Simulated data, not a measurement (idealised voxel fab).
Documented hereafter: the process module known as voxel self aligned contacts.
In the cross-section labelled cut, the width is 235 nm and each square cell is 5 nm.
Cross-sections here: square-cell grids, written as top-down lists of bands, a band being one or more rows of cells. For a band, the entry starts with two heights in nm, that of the top and then that of the bottom, and carries on with the band's materials in order from left to right, each alongside its width in nm; the word "everywhere" beside a single material means it fills the band edge to edge, and "blank" means empty space. Basically, 0 is our baseline, since under it the wafer straight out of the box is all one material. The bottom band has no lower end and keeps on going down, so it looks like "0 down". The width entry "30..40" should be interpreted row by row: the top row of cells in the band takes the first number, the bottom row takes the second number, and the change between adjacent rows is uniform throughout. Key: "nothing changed" - step with no changed cell in the cross-section. Look at "Enclosed void list" for the closed voids: empty spaces with no open path to the top, sized 8 cells or up. Each is width x height at distance, distance from the left edge, all nm. Formally, on a step line, whatever follows the settings is a remark that the simulator itself makes on the step. Regarding "overlay nm": on a step with a mask, it is the distance the mask lay to the right of its planned place; a negative value places it to the left.
The planned process steps are enumerated hereunder:
step 1: RECEIVE [material Si]
step 2: OXIDIZE [depth nm 5]
step 3: DIRECTIONAL_DEP [material polySi] [thk nm 25]
step 4: DIRECTIONAL_DEP [material SiN] [thk nm 15]
step 5: PATTERN [tone cover] [mask id GATE] [material resist] [width nm 25] [pitch nm 60] [thk nm 15] [overlay nm 0]
step 6: DIRECTIONAL_ETCH [etch materials SiN] [depth nm 15]
step 7: DIRECTIONAL_ETCH [etch materials polySi] [depth nm 25]
step 8: STRIP [etch materials resist]
step 9: CONFORMAL_DEP [material SiN] [thk nm 5]
step 10: DIRECTIONAL_ETCH [etch materials SiN] [depth nm 5]
step 11: FILL_DEP [material SiO2] [thk nm 15]
step 12: CMP [height nm 45]
step 13: PATTERN [tone open] [mask id CONTACT] [material resist] [width nm 45] [pitch nm 60] [thk nm 15] [overlay nm 0]
step 14: DIRECTIONAL_ETCH [etch materials SiO2] [depth nm 50]
step 15: STRIP [etch materials resist]
step 16: CONFORMAL_DEP [material TiN] [thk nm 5]
step 17: FILL_DEP [material W] [thk nm 5]
step 18: CMP [height nm 45]
step 19: CONFORMAL_DEP [material SiN] [thk nm 5]
First of two wafers - as planned:
Incoming wafer in cross-section (state: after step 1):
  0 down | Si everywhere
  Enclosed void list: none
Wafer after step 2 (cross-section):
  0 to -5 | SiO2 everywhere
  Below -5 it's all the same as before, nothing changed down there.
Wafer after step 3 (cross-section):
  25 to 0 | polySi everywhere
  Below 0 it's all the same as before, nothing changed down there.
Wafer after step 4 (cross-section):
  40 to 25 | SiN everywhere
  Below 25 it's all the same as before, nothing changed down there.
Wafer after step 5 (cross-section):
  55 to 40 | blank 45 nm, then resist 25 nm, then blank 35 nm, then resist 25 nm, then blank 35 nm, then resist 25 nm, then blank 45 nm
  Below 40 it's all the same as before, nothing changed down there.
Wafer after step 6 (cross-section):
  55 to 40 | blank 45 nm, then resist 25 nm, then blank 35 nm, then resist 25 nm, then blank 35 nm, then resist 25 nm, then blank 45 nm
  40 to 25 | blank 45 nm, then SiN 25 nm, then blank 35 nm, then SiN 25 nm, then blank 35 nm, then SiN 25 nm, then blank 45 nm
  Below 25 it's all the same as before, nothing changed down there.
Wafer after step 7 (cross-section):
  55 to 40 | blank 45 nm, then resist 25 nm, then blank 35 nm, then resist 25 nm, then blank 35 nm, then resist 25 nm, then blank 45 nm
  40 to 25 | blank 45 nm, then SiN 25 nm, then blank 35 nm, then SiN 25 nm, then blank 35 nm, then SiN 25 nm, then blank 45 nm
  25 to 0 | blank 45 nm, then polySi 25 nm, then blank 35 nm, then polySi 25 nm, then blank 35 nm, then polySi 25 nm, then blank 45 nm
  Below 0 it's all the same as before, nothing changed down there.
Wafer after step 8 (cross-section):
  40 to 25 | blank 45 nm, then SiN 25 nm, then blank 35 nm, then SiN 25 nm, then blank 35 nm, then SiN 25 nm, then blank 45 nm
  Below 25 it's all the same as before, nothing changed down there.
Wafer after step 9 (cross-section):
  45 to 25 | blank 40 nm, then SiN 35 nm, then blank 25 nm, then SiN 35 nm, then blank 25 nm, then SiN 35 nm, then blank 40 nm
  25 to 5 | blank 40 nm, then SiN 5 nm, then polySi 25 nm, then SiN 5 nm, then blank 25 nm, then SiN 5 nm, then polySi 25 nm, then SiN 5 nm, then blank 25 nm, then SiN 5 nm, then polySi 25 nm, then SiN 5 nm, then blank 40 nm
  5 to 0 | SiN 45 nm, then polySi 25 nm, then SiN 35 nm, then polySi 25 nm, then SiN 35 nm, then polySi 25 nm, then SiN 45 nm
  Below 0 it's all the same as before, nothing changed down there.
Wafer after step 10 (cross-section):
  40 to 25 | blank 40 nm, then SiN 35 nm, then blank 25 nm, then SiN 35 nm, then blank 25 nm, then SiN 35 nm, then blank 40 nm
  25 to 0 | blank 40 nm, then SiN 5 nm, then polySi 25 nm, then SiN 5 nm, then blank 25 nm, then SiN 5 nm, then polySi 25 nm, then SiN 5 nm, then blank 25 nm, then SiN 5 nm, then polySi 25 nm, then SiN 5 nm, then blank 40 nm
  Below 0 it's all the same as before, nothing changed down there.
Wafer after step 11 (cross-section):
  55 to 40 | SiO2 everywhere
  40 to 25 | SiO2 40 nm, then SiN 35 nm, then SiO2 25 nm, then SiN 35 nm, then SiO2 25 nm, then SiN 35 nm, then SiO2 40 nm
  25 to 0 | SiO2 40 nm, then SiN 5 nm, then polySi 25 nm, then SiN 5 nm, then SiO2 25 nm, then SiN 5 nm, then polySi 25 nm, then SiN 5 nm, then SiO2 25 nm, then SiN 5 nm, then polySi 25 nm, then SiN 5 nm, then SiO2 40 nm
  Below 0 it's all the same as before, nothing changed down there.
Wafer after step 12 (cross-section):
  45 to 40 | SiO2 everywhere
  Below 40 it's all the same as before, nothing changed down there.
Wafer after step 13 (cross-section):
  60 to 45 | resist 65 nm, then blank 45 nm, then resist 15 nm, then blank 45 nm, then resist 65 nm
  Below 45 it's all the same as before, nothing changed down there.
Wafer after step 14 (cross-section):
  60 to 45 | resist 65 nm, then blank 45 nm, then resist 15 nm, then blank 45 nm, then resist 65 nm
  45 to 40 | SiO2 65 nm, then blank 45 nm, then SiO2 15 nm, then blank 45 nm, then SiO2 65 nm
  40 to 25 | SiO2 40 nm, then SiN 35 nm, then blank 25 nm, then SiN 35 nm, then blank 25 nm, then SiN 35 nm, then SiO2 40 nm
  25 to 0 | SiO2 40 nm, then SiN 5 nm, then polySi 25 nm, then SiN 5 nm, then blank 25 nm, then SiN 5 nm, then polySi 25 nm, then SiN 5 nm, then blank 25 nm, then SiN 5 nm, then polySi 25 nm, then SiN 5 nm, then SiO2 40 nm
  0 to -5 | SiO2 75 nm, then blank 25 nm, then SiO2 35 nm, then blank 25 nm, then SiO2 75 nm
  Below -5 it's all the same as before, nothing changed down there.
Wafer after step 15 (cross-section):
  45 to 40 | SiO2 65 nm, then blank 45 nm, then SiO2 15 nm, then blank 45 nm, then SiO2 65 nm
  Below 40 it's all the same as before, nothing changed down there.
Wafer after step 16 (cross-section):
  50 to 45 | TiN 70 nm, then blank 35 nm, then TiN 25 nm, then blank 35 nm, then TiN 70 nm
  45 to 40 | SiO2 65 nm, then TiN 15 nm, then blank 15 nm, then TiN 15 nm, then SiO2 15 nm, then TiN 15 nm, then blank 15 nm, then TiN 15 nm, then SiO2 65 nm
  40 to 25 | SiO2 40 nm, then SiN 35 nm, then TiN 5 nm, then blank 15 nm, then TiN 5 nm, then SiN 35 nm, then TiN 5 nm, then blank 15 nm, then TiN 5 nm, then SiN 35 nm, then SiO2 40 nm
  25 to 0 | SiO2 40 nm, then SiN 5 nm, then polySi 25 nm, then SiN 5 nm, then TiN 5 nm, then blank 15 nm, then TiN 5 nm, then SiN 5 nm, then polySi 25 nm, then SiN 5 nm, then TiN 5 nm, then blank 15 nm, then TiN 5 nm, then SiN 5 nm, then polySi 25 nm, then SiN 5 nm, then SiO2 40 nm
  0 to -5 | SiO2 75 nm, then TiN 25 nm, then SiO2 35 nm, then TiN 25 nm, then SiO2 75 nm
  Below -5 it's all the same as before, nothing changed down there.
Wafer after step 17 (cross-section):
  55 to 50 | W everywhere
  50 to 45 | TiN 70 nm, then W 35 nm, then TiN 25 nm, then W 35 nm, then TiN 70 nm
  45 to 40 | SiO2 65 nm, then TiN 15 nm, then W 15 nm, then TiN 15 nm, then SiO2 15 nm, then TiN 15 nm, then W 15 nm, then TiN 15 nm, then SiO2 65 nm
  40 to 25 | SiO2 40 nm, then SiN 35 nm, then TiN 5 nm, then W 15 nm, then TiN 5 nm, then SiN 35 nm, then TiN 5 nm, then W 15 nm, then TiN 5 nm, then SiN 35 nm, then SiO2 40 nm
  25 to 0 | SiO2 40 nm, then SiN 5 nm, then polySi 25 nm, then SiN 5 nm, then TiN 5 nm, then W 15 nm, then TiN 5 nm, then SiN 5 nm, then polySi 25 nm, then SiN 5 nm, then TiN 5 nm, then W 15 nm, then TiN 5 nm, then SiN 5 nm, then polySi 25 nm, then SiN 5 nm, then SiO2 40 nm
  Below 0 it's all the same as before, nothing changed down there.
Wafer after step 18 (cross-section):
  45 to 40 | SiO2 65 nm, then TiN 15 nm, then W 15 nm, then TiN 15 nm, then SiO2 15 nm, then TiN 15 nm, then W 15 nm, then TiN 15 nm, then SiO2 65 nm
  Below 40 it's all the same as before, nothing changed down there.
Wafer after step 19 (cross-section):
  50 to 45 | SiN everywhere
  Below 45 it's all the same as before, nothing changed down there.
The remaining wafer, second of the two, started like the first and was run to the same plan, except that one mistake was made along the way; the two coincide through step 3, inclusive:
Cross-sectional view of the second wafer at the intended end time of process step 4:
  55 to 25 | SiN everywhere
  Below 25 it's all the same as before, nothing changed down there.
Cross-sectional view of the second wafer at the intended end time of process step 5:
  70 to 55 | blank 45 nm, then resist 25 nm, then blank 35 nm, then resist 25 nm, then blank 35 nm, then resist 25 nm, then blank 45 nm
  Below 55 it's all the same as before, nothing changed down there.
Cross-sectional view of the second wafer at the intended end time of process step 6:
  70 to 55 | blank 45 nm, then resist 25 nm, then blank 35 nm, then resist 25 nm, then blank 35 nm, then resist 25 nm, then blank 45 nm
  55 to 40 | blank 45 nm, then SiN 25 nm, then blank 35 nm, then SiN 25 nm, then blank 35 nm, then SiN 25 nm, then blank 45 nm
  Below 40 it's all the same as before, nothing changed down there.
Cross-sectional view of the second wafer at the intended end time of process step 7: nothing changed
Cross-sectional view of the second wafer at the intended end time of process step 8:
  55 to 40 | blank 45 nm, then SiN 25 nm, then blank 35 nm, then SiN 25 nm, then blank 35 nm, then SiN 25 nm, then blank 45 nm
  Below 40 it's all the same as before, nothing changed down there.
Cross-sectional view of the second wafer at the intended end time of process step 9:
  60 to 45 | blank 40 nm, then SiN 35 nm, then blank 25 nm, then SiN 35 nm, then blank 25 nm, then SiN 35 nm, then blank 40 nm
  45 to 25 | SiN everywhere
  Below 25 it's all the same as before, nothing changed down there.
Cross-sectional view of the second wafer at the intended end time of process step 10:
  55 to 40 | blank 40 nm, then SiN 35 nm, then blank 25 nm, then SiN 35 nm, then blank 25 nm, then SiN 35 nm, then blank 40 nm
  Below 40 it's all the same as before, nothing changed down there.
Cross-sectional view of the second wafer at the intended end time of process step 11:
  70 to 55 | SiO2 everywhere
  55 to 40 | SiO2 40 nm, then SiN 35 nm, then SiO2 25 nm, then SiN 35 nm, then SiO2 25 nm, then SiN 35 nm, then SiO2 40 nm
  Below 40 it's all the same as before, nothing changed down there.
Cross-sectional view of the second wafer at the intended end time of process step 12:
  45 to 40 | SiO2 40 nm, then SiN 35 nm, then SiO2 25 nm, then SiN 35 nm, then SiO2 25 nm, then SiN 35 nm, then SiO2 40 nm
  Below 40 it's all the same as before, nothing changed down there.
Cross-sectional view of the second wafer at the intended end time of process step 13:
  60 to 45 | resist 65 nm, then blank 45 nm, then resist 15 nm, then blank 45 nm, then resist 65 nm
  Below 45 it's all the same as before, nothing changed down there.
Cross-sectional view of the second wafer at the intended end time of process step 14:
  60 to 45 | resist 65 nm, then blank 45 nm, then resist 15 nm, then blank 45 nm, then resist 65 nm
  45 to 40 | SiO2 40 nm, then SiN 35 nm, then blank 25 nm, then SiN 35 nm, then blank 25 nm, then SiN 35 nm, then SiO2 40 nm
  Below 40 it's all the same as before, nothing changed down there.
Cross-sectional view of the second wafer at the intended end time of process step 15:
  45 to 40 | SiO2 40 nm, then SiN 35 nm, then blank 25 nm, then SiN 35 nm, then blank 25 nm, then SiN 35 nm, then SiO2 40 nm
  Below 40 it's all the same as before, nothing changed down there.
Cross-sectional view of the second wafer at the intended end time of process step 16:
  50 to 45 | TiN 80 nm, then blank 15 nm, then TiN 45 nm, then blank 15 nm, then TiN 80 nm
  45 to 40 | SiO2 40 nm, then SiN 35 nm, then TiN 25 nm, then SiN 35 nm, then TiN 25 nm, then SiN 35 nm, then SiO2 40 nm
  Below 40 it's all the same as before, nothing changed down there.
Cross-sectional view of the second wafer at the intended end time of process step 17:
  55 to 50 | W everywhere
  50 to 45 | TiN 80 nm, then W 15 nm, then TiN 45 nm, then W 15 nm, then TiN 80 nm
  Below 45 it's all the same as before, nothing changed down there.
Cross-sectional view of the second wafer at the intended end time of process step 18:
  45 to 40 | SiO2 40 nm, then SiN 35 nm, then TiN 25 nm, then SiN 35 nm, then TiN 25 nm, then SiN 35 nm, then SiO2 40 nm
  Below 40 it's all the same as before, nothing changed down there.
Cross-sectional view of the second wafer at the intended end time of process step 19:
  50 to 45 | SiN everywhere
  Below 45 it's all the same as before, nothing changed down there.
Deviation from plan: twice, step 4 of the plan was run
Final cells, second wafer relative to first, materials higher or lower: +69 SiN, -131 SiO2, -44 TiN, -54 W, +160 polySi
